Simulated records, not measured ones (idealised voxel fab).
Title: Process Module voxel wiring stack
cross-section cut | 240 nm wide | cells 5 nm
How to read a cross-section here: the picture is a grid of square cells, written as bands going from the top down, and any band can span one or more rows of cells.
The entry gives the band's vertical extent as a top height and a bottom height in nm, then its horizontal make-up as materials from left to right, each with a width in nm. "empty" stands for empty space; a single material marked "throughout" fills the band edge to edge.
Heights are measured from 0, the level below which the as-received wafer is all one material; the lowest band has no bottom and continues downward, written as in "from 0 down".
A two-number width, for instance "30->40", indicates that the width is equal to the first number in the top row of the band and to the second number in the bottom row, and that it changes by a constant amount per row of cells.
Where a step carries "nothing got changed", the cross-section came out of it unchanged, cell for cell.
Closed empty spaces (no open way to the top) of 8 cells or more are what "Enclosed void entries" lists, each as width x height at distance from the left edge, nm for all three.
Note: text after step settings on the step line = simulator remark on that step.
The "overlay nm" setting may appear on a step's line; for a step that uses a mask, it gives how far to the right of its planned position the mask lay, and a negative value indicates the left.
Steps planned for the process:
1: RECEIVE,material Si
2: CONFORMAL_DEP,material SiO2,thk nm 10
3: DIRECTIONAL_DEP,material TiN,thk nm 5
4: DIRECTIONAL_DEP,material Ru,thk nm 15
5: PATTERN,tone cover,mask id METAL_1,material resist,width nm 20,pitch nm 45,thk nm 20,overlay nm 0
6: DIRECTIONAL_ETCH,etch materials Ru,depth nm 15
7: DIRECTIONAL_ETCH,etch materials TiN,depth nm 5
8: STRIP,etch materials resist
9: FILL_DEP,material SiO2,thk nm 10
10: CMP,height nm 30
11: CONFORMAL_DEP,material SiCN,thk nm 5
12: DIRECTIONAL_DEP,material SiO2,thk nm 25
13: PATTERN,tone open,mask id METAL_2_HOLES,material resist,width nm 15,pitch nm 45,thk nm 20,overlay nm 0
14: DIRECTIONAL_ETCH,etch materials SiO2,depth nm 25
15: STRIP,etch materials resist
16: DIRECTIONAL_DEP,material aC,thk nm 15
17: PATTERN,tone open,mask id METAL_2,material resist,width nm 20,pitch nm 45,thk nm 35,overlay nm 0
18: DIRECTIONAL_ETCH,etch materials aC,depth nm 15
19: STRIP,etch materials resist
20: DIRECTIONAL_ETCH,etch materials SiO2,depth nm 15
21: DIRECTIONAL_ETCH,etch materials SiCN,depth nm 5
22: STRIP,etch materials aC
23: CONFORMAL_DEP,material TiN,thk nm 5
24: FILL_DEP,material Cu,thk nm 10
25: CMP,height nm 60
26: CONFORMAL_DEP,material SiCN,thk nm 5
27: DIRECTIONAL_DEP,material SiO2,thk nm 15
28: DIRECTIONAL_DEP,material aC,thk nm 10
29: PATTERN,tone open,mask id PLUG_2,material resist,width nm 15,pitch nm 90,thk nm 25,overlay nm 0
30: DIRECTIONAL_ETCH,etch materials aC,depth nm 10
31: STRIP,etch materials resist
32: DIRECTIONAL_ETCH,etch materials SiO2,depth nm 15
33: DIRECTIONAL_ETCH,etch materials SiCN,depth nm 5
34: STRIP,etch materials aC
35: CONFORMAL_DEP,material TiN,thk nm 5
36: FILL_DEP,material Ru,thk nm 10
37: CMP,height nm 80
38: CONFORMAL_DEP,material SiN,thk nm 5
39: DIRECTIONAL_DEP,material SiO2,thk nm 15
40: PATTERN,tone open,mask id METAL_3,material resist,width nm 20,pitch nm 45,thk nm 20,overlay nm 0
41: DIRECTIONAL_ETCH,etch materials SiO2,depth nm 15
42: DIRECTIONAL_ETCH,etch materials SiN,depth nm 5
43: STRIP,etch materials resist
44: CONFORMAL_DEP,material TiN,thk nm 5
45: FILL_DEP,material Ru,thk nm 10
46: CMP,height nm 100
47: EPI,material Ru,thk nm 5
48: FILL_DEP,material SiCN,thk nm 5
Cross-sectional view of the wafer in its as-received condition, corresponding to the state after step 1:
	from 0 down | Si throughout
	Enclosed void entries: none
Cross-sectional view of the first of the two wafers upon completion of the module, processed in accordance with the plan:
	from 110 to 105 | SiCN throughout
	from 105 to 100 | SiCN 35 nm / Ru 30 nm / SiCN 15 nm / Ru 30 nm / SiCN 15 nm / Ru 30 nm / SiCN 15 nm / Ru 30 nm / SiCN 40 nm
	from 100 to 85 | SiO2 40 nm / TiN 5 nm / Ru 10 nm / TiN 5 nm / SiO2 25 nm / TiN 5 nm / Ru 10 nm / TiN 5 nm / SiO2 25 nm / TiN 5 nm / Ru 10 nm / TiN 5 nm / SiO2 25 nm / TiN 5 nm / Ru 10 nm / TiN 5 nm / SiO2 45 nm
	from 85 to 80 | SiN 40 nm / TiN 20 nm / SiN 25 nm / TiN 20 nm / SiN 25 nm / TiN 20 nm / SiN 25 nm / TiN 20 nm / SiN 45 nm
	from 80 to 65 | SiO2 40 nm / TiN 5 nm / Ru 5 nm / TiN 5 nm / SiO2 75 nm / TiN 5 nm / Ru 5 nm / TiN 5 nm / SiO2 95 nm
	from 65 to 60 | SiCN 40 nm / TiN 15 nm / SiCN 75 nm / TiN 15 nm / SiCN 95 nm
	from 60 to 50 | SiO2 40 nm / TiN 5 nm / Cu 10 nm / TiN 5 nm / SiO2 25 nm / TiN 5 nm / Cu 10 nm / TiN 5 nm / SiO2 25 nm / TiN 5 nm / Cu 10 nm / TiN 5 nm / SiO2 25 nm / TiN 5 nm / Cu 10 nm / TiN 5 nm / SiO2 45 nm
	from 50 to 45 | SiO2 40 nm / TiN 5 nm / Cu 5 nm / TiN 10 nm / SiO2 25 nm / TiN 5 nm / Cu 5 nm / TiN 10 nm / SiO2 25 nm / TiN 5 nm / Cu 5 nm / TiN 10 nm / SiO2 25 nm / TiN 5 nm / Cu 5 nm / TiN 10 nm / SiO2 45 nm
	from 45 to 35 | SiO2 40 nm / TiN 5 nm / Cu 5 nm / TiN 5 nm / SiO2 30 nm / TiN 5 nm / Cu 5 nm / TiN 5 nm / SiO2 30 nm / TiN 5 nm / Cu 5 nm / TiN 5 nm / SiO2 30 nm / TiN 5 nm / Cu 5 nm / TiN 5 nm / SiO2 50 nm
	from 35 to 30 | SiCN 40 nm / TiN 15 nm / SiCN 30 nm / TiN 15 nm / SiCN 30 nm / TiN 15 nm / SiCN 30 nm / TiN 15 nm / SiCN 50 nm
	from 30 to 15 | SiO2 40 nm / Ru 20 nm / SiO2 25 nm / Ru 20 nm / SiO2 25 nm / Ru 20 nm / SiO2 25 nm / Ru 20 nm / SiO2 45 nm
	from 15 to 10 | SiO2 40 nm / TiN 20 nm / SiO2 25 nm / TiN 20 nm / SiO2 25 nm / TiN 20 nm / SiO2 25 nm / TiN 20 nm / SiO2 45 nm
	from 10 to 0 | SiO2 throughout
	from 0 down | Si throughout
	Enclosed void entries: none
End of module, second wafer, cross-section. Started like the first, planned like the first, run with one mistake:
	from 110 to 105 | SiCN throughout
	from 105 to 100 | SiCN 35 nm / Ru 30 nm / SiCN 15 nm / Ru 30 nm / SiCN 15 nm / Ru 30 nm / SiCN 15 nm / Ru 30 nm / SiCN 40 nm
	from 100 to 95 | SiN 40 nm / TiN 20 nm / SiN 25 nm / TiN 20 nm / SiN 25 nm / TiN 20 nm / SiN 25 nm / TiN 20 nm / SiN 45 nm
	from 95 to 80 | SiO2 throughout
	from 80 to 65 | SiO2 40 nm / TiN 5 nm / Ru 5 nm / TiN 5 nm / SiO2 75 nm / TiN 5 nm / Ru 5 nm / TiN 5 nm / SiO2 95 nm
	from 65 to 60 | SiCN 40 nm / TiN 15 nm / SiCN 75 nm / TiN 15 nm / SiCN 95 nm
	from 60 to 50 | SiO2 40 nm / TiN 5 nm / Cu 10 nm / TiN 5 nm / SiO2 25 nm / TiN 5 nm / Cu 10 nm / TiN 5 nm / SiO2 25 nm / TiN 5 nm / Cu 10 nm / TiN 5 nm / SiO2 25 nm / TiN 5 nm / Cu 10 nm / TiN 5 nm / SiO2 45 nm
	from 50 to 45 | SiO2 40 nm / TiN 5 nm / Cu 5 nm / TiN 10 nm / SiO2 25 nm / TiN 5 nm / Cu 5 nm / TiN 10 nm / SiO2 25 nm / TiN 5 nm / Cu 5 nm / TiN 10 nm / SiO2 25 nm / TiN 5 nm / Cu 5 nm / TiN 10 nm / SiO2 45 nm
	from 45 to 35 | SiO2 40 nm / TiN 5 nm / Cu 5 nm / TiN 5 nm / SiO2 30 nm / TiN 5 nm / Cu 5 nm / TiN 5 nm / SiO2 30 nm / TiN 5 nm / Cu 5 nm / TiN 5 nm / SiO2 30 nm / TiN 5 nm / Cu 5 nm / TiN 5 nm / SiO2 50 nm
	from 35 to 30 | SiCN 40 nm / TiN 15 nm / SiCN 30 nm / TiN 15 nm / SiCN 30 nm / TiN 15 nm / SiCN 30 nm / TiN 15 nm / SiCN 50 nm
	from 30 to 15 | SiO2 40 nm / Ru 20 nm / SiO2 25 nm / Ru 20 nm / SiO2 25 nm / Ru 20 nm / SiO2 25 nm / Ru 20 nm / SiO2 45 nm
	from 15 to 10 | SiO2 40 nm / TiN 20 nm / SiO2 25 nm / TiN 20 nm / SiO2 25 nm / TiN 20 nm / SiO2 25 nm / TiN 20 nm / SiO2 45 nm
	from 10 to 0 | SiO2 throughout
	from 0 down | Si throughout
	Enclosed void entries: none
Where did the run depart from the plan? the intended sequence of steps 38 and 39 was reversed during processing, with each occupying the position of the other
Heads up, by the end the second wafer has more or fewer cells of some materials compared to the first: Ru: 24 fewer, SiO2: 48 more, TiN: 24 fewer
